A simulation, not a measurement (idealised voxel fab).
Documented hereafter: the process module known as voxel wiring stack.
The width of the displayed cross-section, cut, is 210 nm; its cells are square, with a size of 5 nm.
The cross-sections in this document take the form of a grid made of square cells. They are written out as bands, in order from top to bottom. Each band consists of one or more rows of cells.
A band entry consists of two parts. The first gives the height of the band's top and the height of its bottom, in nm. The rest lists the band's materials from left to right, each with its width in nm. A single material labelled with the word "all across" fills the band from edge to edge, and the word "blank" marks empty space.
Heights are measured from 0, the level below which the as-received wafer is all one material; the lowest band has no bottom and continues downward, written as in "0 and below".
Top row gets the first number, bottom row gets the second, and each row in between changes by the same step: that is how a band width like "30->40" works.
You'll sometimes find "no change occurred" written for a step, and that's the way of saying that nowhere in the cross-section did a cell change during that step.
For the entry "Voids, enclosed", the listed items are empty spaces with no open way to the top whose size is 8 cells or more; each item follows the pattern width x height at distance, where distance is from the left edge and all three are in nm.
Formally, on a step line, whatever follows the settings is a remark that the simulator itself makes on the step.
A step's line can hold "overlay nm"; with a mask on that step, the setting says how far right of the planned place the mask lay, while a negative setting says it lay to the left.
Pairs, read this way: before one process step on the one hand, after it on the other, the after cross-section ending at the lowest band that changed; the step between, settings included, beneath. Same starting wafer throughout, but possibly different runs of this module, so no pair continues from the pair above unless its entry headed "Before processing step" says so.

### Before processing step
0 and below: Si all across
Voids, enclosed: none

### State After Step
10 down to 0: SiO2 all across
No changes below 0.
Voids, enclosed: none
Process step (between the before and after cross-sections above): CONFORMAL_DEP,material SiO2,thk nm 10

Before processing step: It is represented by the cross-section appearing after the step of the pair directly above.

### State After Step
15 down to 10: SiCN all across
No changes below 10.
Voids, enclosed: none
Process step (between the before and after cross-sections above): CONFORMAL_DEP,material SiCN,thk nm 5

Before processing step: It is represented by the cross-section appearing after the step of the pair directly above.

### State After Step
40 down to 15: SiO2 all across
No changes below 15.
Voids, enclosed: none
Process step (between the before and after cross-sections above): DIRECTIONAL_DEP,material SiO2,thk nm 25

Before processing step: It is represented by the cross-section appearing after the step of the pair directly above.

### State After Step
60 down to 40: resist=60; blank=30; resist=30; blank=30; resist=60
No changes below 40.
Voids, enclosed: none
Process step (between the before and after cross-sections above): PATTERN,tone open,mask id METAL_1,material resist,width nm 30,pitch nm 60,thk nm 20,overlay nm 0

Before processing step: It is represented by the cross-section appearing after the step of the pair directly above.

### State After Step
60 down to 40: resist=60; blank=30; resist=30; blank=30; resist=60
40 down to 15: SiO2=60; blank=30; SiO2=30; blank=30; SiO2=60
No changes below 15.
Voids, enclosed: none
Process step (between the before and after cross-sections above): DIRECTIONAL_ETCH,etch materials SiO2,depth nm 25

Before processing step: It is represented by the cross-section appearing after the step of the pair directly above.

### State After Step
60 down to 40: resist=60; blank=30; resist=30; blank=30; resist=60
40 down to 15: SiO2=60; blank=30; SiO2=30; blank=30; SiO2=60
15 down to 10: SiCN=60; blank=30; SiCN=30; blank=30; SiCN=60
No changes below 10.
Voids, enclosed: none
Process step (between the before and after cross-sections above): DIRECTIONAL_ETCH,etch materials SiCN,depth nm 5

Before processing step: It is represented by the cross-section appearing after the step of the pair directly above.

### State After Step
40 down to 15: SiO2=60; blank=30; SiO2=30; blank=30; SiO2=60
No changes below 15.
Voids, enclosed: none
Process step (between the before and after cross-sections above): STRIP,etch materials resist

Before processing step: It is represented by the cross-section appearing after the step of the pair directly above.

### State After Step
45 down to 40: TiN=65; blank=20; TiN=40; blank=20; TiN=65
40 down to 15: SiO2=60; TiN=5; blank=20; TiN=5; SiO2=30; TiN=5; blank=20; TiN=5; SiO2=60
15 down to 10: SiCN=60; TiN=30; SiCN=30; TiN=30; SiCN=60
No changes below 10.
Voids, enclosed: none
Process step (between the before and after cross-sections above): CONFORMAL_DEP,material TiN,thk nm 5

Before processing step: It is represented by the cross-section appearing after the step of the pair directly above.

### State After Step
50 down to 45: Cu all across
45 down to 40: TiN=65; Cu=20; TiN=40; Cu=20; TiN=65
40 down to 15: SiO2=60; TiN=5; Cu=20; TiN=5; SiO2=30; TiN=5; Cu=20; TiN=5; SiO2=60
No changes below 15.
Voids, enclosed: none
Process step (between the before and after cross-sections above): FILL_DEP,material Cu,thk nm 5

Before processing step: It is represented by the cross-section appearing after the step of the pair directly above.

### State After Step
40 down to 15: SiO2=60; TiN=5; Cu=20; TiN=5; SiO2=30; TiN=5; Cu=20; TiN=5; SiO2=60
No changes below 15.
Voids, enclosed: none
Process step (between the before and after cross-sections above): CMP,height nm 40

Before processing step: It is represented by the cross-section appearing after the step of the pair directly above.

### State After Step
45 down to 40: SiCN all across
No changes below 40.
Voids, enclosed: none
Process step (between the before and after cross-sections above): CONFORMAL_DEP,material SiCN,thk nm 5

Before processing step: It is represented by the cross-section appearing after the step of the pair directly above.

### State After Step
70 down to 45: lowk all across
No changes below 45.
Voids, enclosed: none
Process step (between the before and after cross-sections above): DIRECTIONAL_DEP,material lowk,thk nm 25

Before processing step: It is represented by the cross-section appearing after the step of the pair directly above.

### State After Step
90 down to 70: resist=60; blank=15; resist=45; blank=15; resist=75
No changes below 70.
Voids, enclosed: none
Process step (between the before and after cross-sections above): PATTERN,tone open,mask id METAL_2_HOLES,material resist,width nm 15,pitch nm 60,thk nm 20,overlay nm 0

Before processing step: It is represented by the cross-section appearing after the step of the pair directly above.

### State After Step
90 down to 70: resist=60; blank=15; resist=45; blank=15; resist=75
70 down to 45: lowk=60; blank=15; lowk=45; blank=15; lowk=75
No changes below 45.
Voids, enclosed: none
Process step (between the before and after cross-sections above): DIRECTIONAL_ETCH,etch materials lowk,depth nm 25

Before processing step: It is represented by the cross-section appearing after the step of the pair directly above.

### State After Step
70 down to 45: lowk=60; blank=15; lowk=45; blank=15; lowk=75
No changes below 45.
Voids, enclosed: none
Process step (between the before and after cross-sections above): STRIP,etch materials resist

Before processing step: It is represented by the cross-section appearing after the step of the pair directly above.

### State After Step
90 down to 70: resist=60; blank=30; resist=30; blank=30; resist=60
No changes below 70.
Voids, enclosed: none
Process step (between the before and after cross-sections above): PATTERN,tone open,mask id METAL_2,material resist,width nm 30,pitch nm 60,thk nm 20,overlay nm 0

Before processing step: It is represented by the cross-section appearing after the step of the pair directly above.

### State After Step
90 down to 70: resist=60; blank=30; resist=30; blank=30; resist=60
70 down to 55: lowk=60; blank=30; lowk=30; blank=30; lowk=60
No changes below 55.
Voids, enclosed: none
Process step (between the before and after cross-sections above): DIRECTIONAL_ETCH,etch materials lowk,depth nm 15

Before processing step: It is represented by the cross-section appearing after the step of the pair directly above.

### State After Step
90 down to 70: resist=60; blank=30; resist=30; blank=30; resist=60
70 down to 55: lowk=60; blank=30; lowk=30; blank=30; lowk=60
55 down to 45: lowk=60; blank=15; lowk=45; blank=15; lowk=75
45 down to 40: SiCN=60; blank=15; SiCN=45; blank=15; SiCN=75
No changes below 40.
Voids, enclosed: none
Process step (between the before and after cross-sections above): DIRECTIONAL_ETCH,etch materials SiCN,depth nm 5

Before processing step: It is represented by the cross-section appearing after the step of the pair directly above.

### State After Step
70 down to 55: lowk=60; blank=30; lowk=30; blank=30; lowk=60
No changes below 55.
Voids, enclosed: none
Process step (between the before and after cross-sections above): STRIP,etch materials resist

Before processing step: It is represented by the cross-section appearing after the step of the pair directly above.

### State After Step
75 down to 70: TiN=65; blank=20; TiN=40; blank=20; TiN=65
70 down to 60: lowk=60; TiN=5; blank=20; TiN=5; lowk=30; TiN=5; blank=20; TiN=5; lowk=60
60 down to 55: lowk=60; TiN=5; blank=5; TiN=20; lowk=30; TiN=5; blank=5; TiN=20; lowk=60
55 down to 45: lowk=60; TiN=5; blank=5; TiN=5; lowk=45; TiN=5; blank=5; TiN=5; lowk=75
45 down to 40: SiCN=60; TiN=15; SiCN=45; TiN=15; SiCN=75
No changes below 40.
Voids, enclosed: none
Process step (between the before and after cross-sections above): CONFORMAL_DEP,material TiN,thk nm 5

Before processing step: It is represented by the cross-section appearing after the step of the pair directly above.

### State After Step
85 down to 75: Ru all across
75 down to 70: TiN=65; Ru=20; TiN=40; Ru=20; TiN=65
70 down to 60: lowk=60; TiN=5; Ru=20; TiN=5; lowk=30; TiN=5; Ru=20; TiN=5; lowk=60
60 down to 55: lowk=60; TiN=5; Ru=5; TiN=20; lowk=30; TiN=5; Ru=5; TiN=20; lowk=60
55 down to 45: lowk=60; TiN=5; Ru=5; TiN=5; lowk=45; TiN=5; Ru=5; TiN=5; lowk=75
No changes below 45.
Voids, enclosed: none
Process step (between the before and after cross-sections above): FILL_DEP,material Ru,thk nm 10

Before processing step: It is represented by the cross-section appearing after the step of the pair directly above.

### State After Step
70 down to 60: lowk=60; TiN=5; Ru=20; TiN=5; lowk=30; TiN=5; Ru=20; TiN=5; lowk=60
No changes below 60.
Voids, enclosed: none
Process step (between the before and after cross-sections above): CMP,height nm 70

Before processing step: It is represented by the cross-section appearing after the step of the pair directly above.

### State After Step
75 down to 70: SiCN all across
No changes below 70.
Voids, enclosed: none
Process step (between the before and after cross-sections above): CONFORMAL_DEP,material SiCN,thk nm 5

Before processing step: It is represented by the cross-section appearing after the step of the pair directly above.

### State After Step
90 down to 75: SiO2 all across
No changes below 75.
Voids, enclosed: none
Process step (between the before and after cross-sections above): DIRECTIONAL_DEP,material SiO2,thk nm 15

Before processing step: It is represented by the cross-section appearing after the step of the pair directly above.

### State After Step
105 down to 90: resist=60; blank=15; resist=135
No changes below 90.
Voids, enclosed: none
Process step (between the before and after cross-sections above): PATTERN,tone open,mask id PLUG_2,material resist,width nm 15,thk nm 15,overlay nm 0

Before processing step: It is represented by the cross-section appearing after the step of the pair directly above.

### State After Step
105 down to 90: resist=60; blank=15; resist=135
90 down to 75: SiO2=60; blank=15; SiO2=135
No changes below 75.
Voids, enclosed: none
Process step (between the before and after cross-sections above): DIRECTIONAL_ETCH,etch materials SiO2,depth nm 15

Before processing step: It is represented by the cross-section appearing after the step of the pair directly above.

### State After Step
105 down to 90: resist=60; blank=15; resist=135
90 down to 75: SiO2=60; blank=15; SiO2=135
75 down to 70: SiCN=60; blank=15; SiCN=135
No changes below 70.
Voids, enclosed: none
Process step (between the before and after cross-sections above): DIRECTIONAL_ETCH,etch materials SiCN,depth nm 5

Before processing step: It is represented by the cross-section appearing after the step of the pair directly above.

### State After Step
90 down to 75: SiO2=60; blank=15; SiO2=135
No changes below 75.
Voids, enclosed: none
Process step (between the before and after cross-sections above): STRIP,etch materials resist

Before processing step: It is represented by the cross-section appearing after the step of the pair directly above.

### State After Step
90 down to 80: SiO2=60; blank=15; SiO2=135
80 down to 75: SiO2=60; Ru=15; SiO2=135
75 down to 70: SiCN=60; Ru=15; SiCN=135
No changes below 70.
Voids, enclosed: none
Process step (between the before and after cross-sections above): EPI,material Ru,thk nm 10

Before processing step: It is represented by the cross-section appearing after the step of the pair directly above.

### State After Step
90 down to 75: SiO2=60; Ru=15; SiO2=135
No changes below 75.
Voids, enclosed: none
Process step (between the before and after cross-sections above): EPI,material Ru,thk nm 10

Before processing step: It is represented by the cross-section appearing after the step of the pair directly above.

### State After Step
95 down to 90: TiN all across
No changes below 90.
Voids, enclosed: none
Process step (between the before and after cross-sections above): DIRECTIONAL_DEP,material TiN,thk nm 5

Before processing step: It is represented by the cross-section appearing after the step of the pair directly above.

### State After Step
115 down to 95: Ru all across
No changes below 95.
Voids, enclosed: none
Process step (between the before and after cross-sections above): DIRECTIONAL_DEP,material Ru,thk nm 20

Before processing step: It is represented by the cross-section appearing after the step of the pair directly above.

### State After Step
135 down to 115: blank=60; resist=30; blank=30; resist=30; blank=60
No changes below 115.
Voids, enclosed: none
Process step (between the before and after cross-sections above): PATTERN,tone cover,mask id METAL_3,material resist,width nm 30,pitch nm 60,thk nm 20,overlay nm 0

Before processing step: It is represented by the cross-section appearing after the step of the pair directly above.

### State After Step
135 down to 115: blank=60; resist=30; blank=30; resist=30; blank=60
115 down to 95: blank=60; Ru=30; blank=30; Ru=30; blank=60
No changes below 95.
Voids, enclosed: none
Process step (between the before and after cross-sections above): DIRECTIONAL_ETCH,etch materials Ru,depth nm 20

Before processing step: It is represented by the cross-section appearing after the step of the pair directly above.

### State After Step
135 down to 115: blank=60; resist=30; blank=30; resist=30; blank=60
115 down to 95: blank=60; Ru=30; blank=30; Ru=30; blank=60
95 down to 90: blank=60; TiN=30; blank=30; TiN=30; blank=60
No changes below 90.
Voids, enclosed: none
Process step (between the before and after cross-sections above): DIRECTIONAL_ETCH,etch materials TiN,depth nm 5

Before processing step: It is represented by the cross-section appearing after the step of the pair directly above.

### State After Step
115 down to 95: blank=60; Ru=30; blank=30; Ru=30; blank=60
No changes below 95.
Voids, enclosed: none
Process step (between the before and after cross-sections above): STRIP,etch materials resist

Before processing step: It is represented by the cross-section appearing after the step of the pair directly above.

### State After Step
120 down to 115: blank=55; SiCN=40; blank=20; SiCN=40; blank=55
115 down to 95: blank=55; SiCN=5; Ru=30; SiCN=5; blank=20; SiCN=5; Ru=30; SiCN=5; blank=55
95 down to 90: SiCN=60; TiN=30; SiCN=30; TiN=30; SiCN=60
No changes below 90.
Voids, enclosed: none
Process step (between the before and after cross-sections above): CONFORMAL_DEP,material SiCN,thk nm 5

Before processing step: It is represented by the cross-section appearing after the step of the pair directly above.

### State After Step
130 down to 120: SiO2 all across
120 down to 115: SiO2=55; SiCN=40; SiO2=20; SiCN=40; SiO2=55
115 down to 95: SiO2=55; SiCN=5; Ru=30; SiCN=5; SiO2=20; SiCN=5; Ru=30; SiCN=5; SiO2=55
No changes below 95.
Voids, enclosed: none
Process step (between the before and after cross-sections above): FILL_DEP,material SiO2,thk nm 10

Before processing step: It is represented by the cross-section appearing after the step of the pair directly above.

### State After Step
115 down to 95: SiO2=55; SiCN=5; Ru=30; SiCN=5; SiO2=20; SiCN=5; Ru=30; SiCN=5; SiO2=55
No changes below 95.
Voids, enclosed: none
Process step (between the before and after cross-sections above): CMP,height nm 115

Before processing step: It is represented by the cross-section appearing after the step of the pair directly above.

### State After Step
120 down to 115: SiCN all across
No changes below 115.
Voids, enclosed: none
Process step (between the before and after cross-sections above): CONFORMAL_DEP,material SiCN,thk nm 5

Before processing step: It is represented by the cross-section appearing after the step of the pair directly above.

### State After Step
150 down to 120: SiO2 all across
No changes below 120.
Voids, enclosed: none
Process step (between the before and after cross-sections above): DIRECTIONAL_DEP,material SiO2,thk nm 30

Before processing step: It is represented by the cross-section appearing after the step of the pair directly above.

### State After Step
165 down to 150: resist=60; blank=15; resist=45; blank=15; resist=75
No changes below 150.
Voids, enclosed: none
Process step (between the before and after cross-sections above): PATTERN,tone open,mask id METAL_4_HOLES,material resist,width nm 15,pitch nm 60,thk nm 15,overlay nm 0

Before processing step: It is represented by the cross-section appearing after the step of the pair directly above.

### State After Step
165 down to 150: resist=60; blank=15; resist=45; blank=15; resist=75
150 down to 120: SiO2=60; blank=15; SiO2=45; blank=15; SiO2=75
No changes below 120.
Voids, enclosed: none
Process step (between the before and after cross-sections above): DIRECTIONAL_ETCH,etch materials SiO2,depth nm 30

Before processing step: It is represented by the cross-section appearing after the step of the pair directly above.

### State After Step
150 down to 120: SiO2=60; blank=15; SiO2=45; blank=15; SiO2=75
No changes below 120.
Voids, enclosed: none
Process step (between the before and after cross-sections above): STRIP,etch materials resist

Before processing step: It is represented by the cross-section appearing after the step of the pair directly above.

### State After Step
150 down to 135: SiO2=60; blank=30; SiO2=30; blank=30; SiO2=60
No changes below 135.
Voids, enclosed: none
Process step (between the before and after cross-sections above): MASKED_ETCH,tone open,mask id METAL_4,width nm 30,pitch nm 60,etch materials SiO2,depth nm 15,overlay nm 0

Before processing step: It is represented by the cross-section appearing after the step of the pair directly above.

### State After Step
150 down to 135: SiO2=60; blank=30; SiO2=30; blank=30; SiO2=60
135 down to 120: SiO2=60; blank=15; SiO2=45; blank=15; SiO2=75
120 down to 115: SiCN=60; blank=15; SiCN=45; blank=15; SiCN=75
No changes below 115.
Voids, enclosed: none
Process step (between the before and after cross-sections above): MASKED_ETCH,tone open,mask id METAL_4,width nm 30,pitch nm 60,etch materials SiCN,depth nm 5,overlay nm 0

Before processing step: It is represented by the cross-section appearing after the step of the pair directly above.

### State After Step
155 down to 150: TiN=65; blank=20; TiN=40; blank=20; TiN=65
150 down to 140: SiO2=60; TiN=5; blank=20; TiN=5; SiO2=30; TiN=5; blank=20; TiN=5; SiO2=60
140 down to 135: SiO2=60; TiN=5; blank=5; TiN=20; SiO2=30; TiN=5; blank=5; TiN=20; SiO2=60
135 down to 120: SiO2=60; TiN=5; blank=5; TiN=5; SiO2=45; TiN=5; blank=5; TiN=5; SiO2=75
120 down to 115: SiCN=60; TiN=15; SiCN=45; TiN=15; SiCN=75
No changes below 115.
Voids, enclosed: none
Process step (between the before and after cross-sections above): CONFORMAL_DEP,material TiN,thk nm 5

Before processing step: It is represented by the cross-section appearing after the step of the pair directly above.

### State After Step
165 down to 155: Cu all across
155 down to 150: TiN=65; Cu=20; TiN=40; Cu=20; TiN=65
150 down to 140: SiO2=60; TiN=5; Cu=20; TiN=5; SiO2=30; TiN=5; Cu=20; TiN=5; SiO2=60
140 down to 135: SiO2=60; TiN=5; Cu=5; TiN=20; SiO2=30; TiN=5; Cu=5; TiN=20; SiO2=60
135 down to 120: SiO2=60; TiN=5; Cu=5; TiN=5; SiO2=45; TiN=5; Cu=5; TiN=5; SiO2=75
No changes below 120.
Voids, enclosed: none
Process step (between the before and after cross-sections above): FILL_DEP,material Cu,thk nm 10

Before processing step: It is represented by the cross-section appearing after the step of the pair directly above.

### State After Step
150 down to 140: SiO2=60; TiN=5; Cu=20; TiN=5; SiO2=30; TiN=5; Cu=20; TiN=5; SiO2=60
No changes below 140.
Voids, enclosed: none
Process step (between the before and after cross-sections above): CMP,height nm 150

Before processing step: It is represented by the cross-section appearing after the step of the pair directly above.

### State After Step
155 down to 150: SiCN all across
No changes below 150.
Voids, enclosed: none
Process step (between the before and after cross-sections above): CONFORMAL_DEP,material SiCN,thk nm 5

### Before processing step
90 down to 80: SiO2=60; blank=15; SiO2=135
80 down to 75: SiO2=60; Ru=15; SiO2=135
75 down to 70: SiCN=60; Ru=15; SiCN=135
70 down to 60: lowk=60; TiN=5; Ru=20; TiN=5; lowk=30; TiN=5; Ru=20; TiN=5; lowk=60
60 down to 55: lowk=60; TiN=5; Ru=5; TiN=20; lowk=30; TiN=5; Ru=5; TiN=20; lowk=60
55 down to 45: lowk=60; TiN=5; Ru=5; TiN=5; lowk=45; TiN=5; Ru=5; TiN=5; lowk=75
45 down to 40: SiCN=60; TiN=15; SiCN=45; TiN=15; SiCN=75
40 down to 15: SiO2=60; TiN=5; Cu=20; TiN=5; SiO2=30; TiN=5; Cu=20; TiN=5; SiO2=60
15 down to 10: SiCN=60; TiN=30; SiCN=30; TiN=30; SiCN=60
10 down to 0: SiO2 all across
0 and below: Si all across
Voids, enclosed: none

### State After Step
95 down to 90: TiN=60; blank=15; TiN=135
90 down to 85: SiO2=60; blank=15; SiO2=135
85 down to 80: SiO2=60; TiN=15; SiO2=135
No changes below 80.
Voids, enclosed: none
Process step (between the before and after cross-sections above): DIRECTIONAL_DEP,material TiN,thk nm 5

Before processing step: It is represented by the cross-section appearing after the step of the pair directly above.

### State After Step
115 down to 105: Ru=60; blank=15; Ru=135
105 down to 95: Ru all across
95 down to 90: TiN=60; Ru=15; TiN=135
90 down to 85: SiO2=60; Ru=15; SiO2=135
No changes below 85.
Voids, enclosed: none
Process step (between the before and after cross-sections above): DIRECTIONAL_DEP,material Ru,thk nm 20

Before processing step: It is represented by the cross-section appearing after the step of the pair directly above.

### State After Step
135 down to 115: blank=60; resist=30; blank=30; resist=30; blank=60
115 down to 105: Ru=60; resist=15; Ru=135
No changes below 105.
Voids, enclosed: none
Process step (between the before and after cross-sections above): PATTERN,tone cover,mask id METAL_3,material resist,width nm 30,pitch nm 60,thk nm 20,overlay nm 0

Before processing step: It is represented by the cross-section appearing after the step of the pair directly above.

### State After Step
135 down to 115: blank=60; resist=30; blank=30; resist=30; blank=60
115 down to 105: blank=60; resist=15; Ru=15; blank=30; Ru=30; blank=60
105 down to 95: blank=60; Ru=30; blank=30; Ru=30; blank=60
No changes below 95.
Voids, enclosed: none
Process step (between the before and after cross-sections above): DIRECTIONAL_ETCH,etch materials Ru,depth nm 20

Before processing step: It is represented by the cross-section appearing after the step of the pair directly above.

### State After Step
135 down to 115: blank=60; resist=30; blank=30; resist=30; blank=60
115 down to 105: blank=60; resist=15; Ru=15; blank=30; Ru=30; blank=60
105 down to 95: blank=60; Ru=30; blank=30; Ru=30; blank=60
95 down to 90: blank=60; Ru=15; TiN=15; blank=30; TiN=30; blank=60
No changes below 90.
Voids, enclosed: none
Process step (between the before and after cross-sections above): DIRECTIONAL_ETCH,etch materials TiN,depth nm 5

Before processing step: It is represented by the cross-section appearing after the step of the pair directly above.

### State After Step
115 down to 105: blank=75; Ru=15; blank=30; Ru=30; blank=60
No changes below 105.
Voids, enclosed: none
Process step (between the before and after cross-sections above): STRIP,etch materials resist

Before processing step: It is represented by the cross-section appearing after the step of the pair directly above.

### State After Step
120 down to 115: blank=70; SiCN=25; blank=20; SiCN=40; blank=55
115 down to 105: blank=70->55; SiCN=5->20; Ru=15; SiCN=5; blank=20; SiCN=5; Ru=30; SiCN=5; blank=55
105 down to 95: blank=55; SiCN=5; Ru=30; SiCN=5; blank=20; SiCN=5; Ru=30; SiCN=5; blank=55
95 down to 90: SiCN=60; Ru=15; TiN=15; SiCN=30; TiN=30; SiCN=60
No changes below 90.
Voids, enclosed: none
Process step (between the before and after cross-sections above): CONFORMAL_DEP,material SiCN,thk nm 5

Before processing step: It is represented by the cross-section appearing after the step of the pair directly above.

### State After Step
130 down to 120: SiO2 all across
120 down to 115: SiO2=70; SiCN=25; SiO2=20; SiCN=40; SiO2=55
115 down to 105: SiO2=70->55; SiCN=5->20; Ru=15; SiCN=5; SiO2=20; SiCN=5; Ru=30; SiCN=5; SiO2=55
105 down to 95: SiO2=55; SiCN=5; Ru=30; SiCN=5; SiO2=20; SiCN=5; Ru=30; SiCN=5; SiO2=55
No changes below 95.
Voids, enclosed: none
Process step (between the before and after cross-sections above): FILL_DEP,material SiO2,thk nm 10

Before processing step: It is represented by the cross-section appearing after the step of the pair directly above.

### State After Step
115 down to 105: SiO2=70->55; SiCN=5->20; Ru=15; SiCN=5; SiO2=20; SiCN=5; Ru=30; SiCN=5; SiO2=55
No changes below 105.
Voids, enclosed: none
Process step (between the before and after cross-sections above): CMP,height nm 115

Before processing step: It is represented by the cross-section appearing after the step of the pair directly above.

### State After Step
120 down to 115: SiCN all across
No changes below 115.
Voids, enclosed: none
Process step (between the before and after cross-sections above): CONFORMAL_DEP,material SiCN,thk nm 5

Before processing step: It is represented by the cross-section appearing after the step of the pair directly above.

### State After Step
150 down to 120: SiO2 all across
No changes below 120.
Voids, enclosed: none
Process step (between the before and after cross-sections above): DIRECTIONAL_DEP,material SiO2,thk nm 30

Before processing step: It is represented by the cross-section appearing after the step of the pair directly above.

### State After Step
165 down to 150: resist=60; blank=15; resist=45; blank=15; resist=75
No changes below 150.
Voids, enclosed: none
Process step (between the before and after cross-sections above): PATTERN,tone open,mask id METAL_4_HOLES,material resist,width nm 15,pitch nm 60,thk nm 15,overlay nm 0

Before processing step: It is represented by the cross-section appearing after the step of the pair directly above.

### State After Step
165 down to 150: resist=60; blank=15; resist=45; blank=15; resist=75
150 down to 120: SiO2=60; blank=15; SiO2=45; blank=15; SiO2=75
No changes below 120.
Voids, enclosed: none
Process step (between the before and after cross-sections above): DIRECTIONAL_ETCH,etch materials SiO2,depth nm 30

Before processing step: It is represented by the cross-section appearing after the step of the pair directly above.

### State After Step
150 down to 120: SiO2=60; blank=15; SiO2=45; blank=15; SiO2=75
No changes below 120.
Voids, enclosed: none
Process step (between the before and after cross-sections above): STRIP,etch materials resist

Before processing step: It is represented by the cross-section appearing after the step of the pair directly above.

### State After Step
150 down to 135: SiO2=60; blank=30; SiO2=30; blank=30; SiO2=60
No changes below 135.
Voids, enclosed: none
Process step (between the before and after cross-sections above): MASKED_ETCH,tone open,mask id METAL_4,width nm 30,pitch nm 60,etch materials SiO2,depth nm 15,overlay nm 0

Before processing step: It is represented by the cross-section appearing after the step of the pair directly above.

### State After Step
150 down to 135: SiO2=60; blank=30; SiO2=30; blank=30; SiO2=60
135 down to 120: SiO2=60; blank=15; SiO2=45; blank=15; SiO2=75
120 down to 115: SiCN=60; blank=15; SiCN=45; blank=15; SiCN=75
No changes below 115.
Voids, enclosed: none
Process step (between the before and after cross-sections above): MASKED_ETCH,tone open,mask id METAL_4,width nm 30,pitch nm 60,etch materials SiCN,depth nm 5,overlay nm 0

Before processing step: It is represented by the cross-section appearing after the step of the pair directly above.

### State After Step
155 down to 150: TiN=65; blank=20; TiN=40; blank=20; TiN=65
150 down to 140: SiO2=60; TiN=5; blank=20; TiN=5; SiO2=30; TiN=5; blank=20; TiN=5; SiO2=60
140 down to 135: SiO2=60; TiN=5; blank=5; TiN=20; SiO2=30; TiN=5; blank=5; TiN=20; SiO2=60
135 down to 120: SiO2=60; TiN=5; blank=5; TiN=5; SiO2=45; TiN=5; blank=5; TiN=5; SiO2=75
120 down to 115: SiCN=60; TiN=15; SiCN=45; TiN=15; SiCN=75
No changes below 115.
Voids, enclosed: none
Process step (between the before and after cross-sections above): CONFORMAL_DEP,material TiN,thk nm 5

Before processing step: It is represented by the cross-section appearing after the step of the pair directly above.

### State After Step
165 down to 155: Cu all across
155 down to 150: TiN=65; Cu=20; TiN=40; Cu=20; TiN=65
150 down to 140: SiO2=60; TiN=5; Cu=20; TiN=5; SiO2=30; TiN=5; Cu=20; TiN=5; SiO2=60
140 down to 135: SiO2=60; TiN=5; Cu=5; TiN=20; SiO2=30; TiN=5; Cu=5; TiN=20; SiO2=60
135 down to 120: SiO2=60; TiN=5; Cu=5; TiN=5; SiO2=45; TiN=5; Cu=5; TiN=5; SiO2=75
No changes below 120.
Voids, enclosed: none
Process step (between the before and after cross-sections above): FILL_DEP,material Cu,thk nm 10

Before processing step: It is represented by the cross-section appearing after the step of the pair directly above.

### State After Step
150 down to 140: SiO2=60; TiN=5; Cu=20; TiN=5; SiO2=30; TiN=5; Cu=20; TiN=5; SiO2=60
No changes below 140.
Voids, enclosed: none
Process step (between the before and after cross-sections above): CMP,height nm 150

Before processing step: It is represented by the cross-section appearing after the step of the pair directly above.

### State After Step
155 down to 150: SiCN all across
No changes below 150.
Voids, enclosed: none
Process step (between the before and after cross-sections above): CONFORMAL_DEP,material SiCN,thk nm 5

### Before processing step
90 down to 75: SiO2 all across
75 down to 70: SiCN all across
70 down to 60: lowk=60; TiN=5; Ru=20; TiN=5; lowk=30; TiN=5; Ru=20; TiN=5; lowk=60
60 down to 55: lowk=60; TiN=5; Ru=5; TiN=20; lowk=30; TiN=5; Ru=5; TiN=20; lowk=60
55 down to 45: lowk=60; TiN=5; Ru=5; TiN=5; lowk=45; TiN=5; Ru=5; TiN=5; lowk=75
45 down to 40: SiCN=60; TiN=15; SiCN=45; TiN=15; SiCN=75
40 down to 15: SiO2=60; TiN=5; Cu=20; TiN=5; SiO2=30; TiN=5; Cu=20; TiN=5; SiO2=60
15 down to 10: SiCN=60; TiN=30; SiCN=30; TiN=30; SiCN=60
10 down to 0: SiO2 all across
0 and below: Si all across
Voids, enclosed: none

### State After Step
105 down to 75: SiO2 all across
No changes below 75.
Voids, enclosed: none
Process step (between the before and after cross-sections above): DIRECTIONAL_DEP,material SiO2,thk nm 15

Before processing step: It is represented by the cross-section appearing after the step of the pair directly above.

### State After Step
120 down to 105: resist=60; blank=15; resist=135
No changes below 105.
Voids, enclosed: none
Process step (between the before and after cross-sections above): PATTERN,tone open,mask id PLUG_2,material resist,width nm 15,thk nm 15,overlay nm 0

Before processing step: It is represented by the cross-section appearing after the step of the pair directly above.

### State After Step
120 down to 105: resist=60; blank=15; resist=135
105 down to 90: SiO2=60; blank=15; SiO2=135
No changes below 90.
Voids, enclosed: none
Process step (between the before and after cross-sections above): DIRECTIONAL_ETCH,etch materials SiO2,depth nm 15

Before processing step: It is represented by the cross-section appearing after the step of the pair directly above.

### State After Step
105 down to 90: SiO2=60; blank=15; SiO2=135
No changes below 90.
Voids, enclosed: none
Process step (between the before and after cross-sections above): STRIP,etch materials resist

Before processing step: It is represented by the cross-section appearing after the step of the pair directly above.

### State After Step
110 down to 105: TiN=60; blank=15; TiN=135
105 down to 95: SiO2=60; blank=15; SiO2=135
95 down to 90: SiO2=60; TiN=15; SiO2=135
No changes below 90.
Voids, enclosed: none
Process step (between the before and after cross-sections above): DIRECTIONAL_DEP,material TiN,thk nm 5

Before processing step: It is represented by the cross-section appearing after the step of the pair directly above.

### State After Step
130 down to 115: Ru=60; blank=15; Ru=135
115 down to 110: Ru all across
110 down to 105: TiN=60; Ru=15; TiN=135
105 down to 95: SiO2=60; Ru=15; SiO2=135
No changes below 95.
Voids, enclosed: none
Process step (between the before and after cross-sections above): DIRECTIONAL_DEP,material Ru,thk nm 20

Before processing step: It is represented by the cross-section appearing after the step of the pair directly above.

### State After Step
150 down to 130: blank=60; resist=30; blank=30; resist=30; blank=60
130 down to 115: Ru=60; resist=15; Ru=135
No changes below 115.
Voids, enclosed: none
Process step (between the before and after cross-sections above): PATTERN,tone cover,mask id METAL_3,material resist,width nm 30,pitch nm 60,thk nm 20,overlay nm 0

Before processing step: It is represented by the cross-section appearing after the step of the pair directly above.

### State After Step
150 down to 130: blank=60; resist=30; blank=30; resist=30; blank=60
130 down to 115: blank=60; resist=15; Ru=15; blank=30; Ru=30; blank=60
115 down to 110: blank=60; Ru=30; blank=30; Ru=30; blank=60
No changes below 110.
Voids, enclosed: none
Process step (between the before and after cross-sections above): DIRECTIONAL_ETCH,etch materials Ru,depth nm 20
